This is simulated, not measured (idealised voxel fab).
Process module in this document: voxel air gaps
Xsec cut, 270 nm wide, square cell size 5 nm.
Notation: cross-section as square-cell grid; stated in bands, top first, going down; one or more cell rows per band.
The entry gives the band's vertical extent as a top height and a bottom height in nm, then its horizontal make-up as materials from left to right, each with a width in nm. "air" stands for empty space; a single material marked "throughout" fills the band edge to edge.
Heights are measured from 0, the level below which the as-received wafer is all one material; the lowest band has no bottom and continues downward, written as in "from 0 down".
Width: "30..40" (first number = top row, second number = bottom row, same change from row to row of cells).
You'll sometimes find "stayed the same" written for a step, and that's the way of saying that nowhere in the cross-section did a cell change during that step.
Entry "Enclosed voids" = empty spaces >= 8 cells with no open way to the top; each as width x height at distance, distance from left edge, all nm.
On a step's line, text after the settings is the simulator commenting on that step.
A step line may carry the setting "overlay nm", which, for steps involving a mask, states the distance by which the mask lay to the right of its intended position; negative values denote displacement to the left.
Process steps - plan
1 RECEIVE | material Si
2 CONFORMAL_DEP | material SiO2 | thk nm 15
3 CONFORMAL_DEP | material SiN | thk nm 5
4 DIRECTIONAL_DEP | material lowk | thk nm 30
5 PATTERN | tone open | mask id LINES | material resist | width nm 25 | pitch nm 50 | thk nm 15 | overlay nm 0
6 DIRECTIONAL_ETCH | etch materials lowk | depth nm 30
7 STRIP | etch materials resist
8 CONFORMAL_DEP | material TiN | thk nm 5
9 FILL_DEP | material Cu | thk nm 10
10 CMP | height nm 50
11 EPI | material Ru | thk nm 10
12 SELECTIVE_ETCH | etch materials lowk | depth nm 40
13 CONFORMAL_DEP | material SiCN | thk nm 5
Cross-section of the wafer upon arrival, representing the state reached after step 1
	from 0 down | Si throughout
	Enclosed voids: none
Result of the module, cross-sectioned: start per above, plan per above, one error in how it was run
	from 65 to 60 | SiCN throughout
	from 60 to 50 | Ru: 55  SiCN: 5  Ru: 45  SiCN: 5  Ru: 45  SiCN: 5  Ru: 45  SiCN: 5  Ru: 60
	from 50 to 45 | Cu: 40  TiN: 5  SiCN: 25  TiN: 5  Cu: 15  TiN: 5  SiCN: 25  TiN: 5  Cu: 15  TiN: 5  SiCN: 25  TiN: 5  Cu: 15  TiN: 5  SiCN: 25  TiN: 5  Cu: 45
	from 45 to 25 | Cu: 40  TiN: 5  SiCN: 5  air: 15  SiCN: 5  TiN: 5  Cu: 15  TiN: 5  SiCN: 5  air: 15  SiCN: 5  TiN: 5  Cu: 15  TiN: 5  SiCN: 5  air: 15  SiCN: 5  TiN: 5  Cu: 15  TiN: 5  SiCN: 5  air: 15  SiCN: 5  TiN: 5  Cu: 45
	from 25 to 20 | TiN: 45  SiCN: 25  TiN: 25  SiCN: 25  TiN: 25  SiCN: 25  TiN: 25  SiCN: 25  TiN: 50
	from 20 to 15 | SiN throughout
	from 15 to 0 | SiO2 throughout
	from 0 down | Si throughout
	Enclosed voids: 15 x 20 at 50; 15 x 20 at 100; 15 x 20 at 150; 15 x 20 at 200
Diagnosis: note that step 5 departed from the planned setting and was carried out as PATTERN | tone cover | mask id LINES | material resist | width nm 25 | pitch nm 50 | thk nm 15 | overlay nm 0
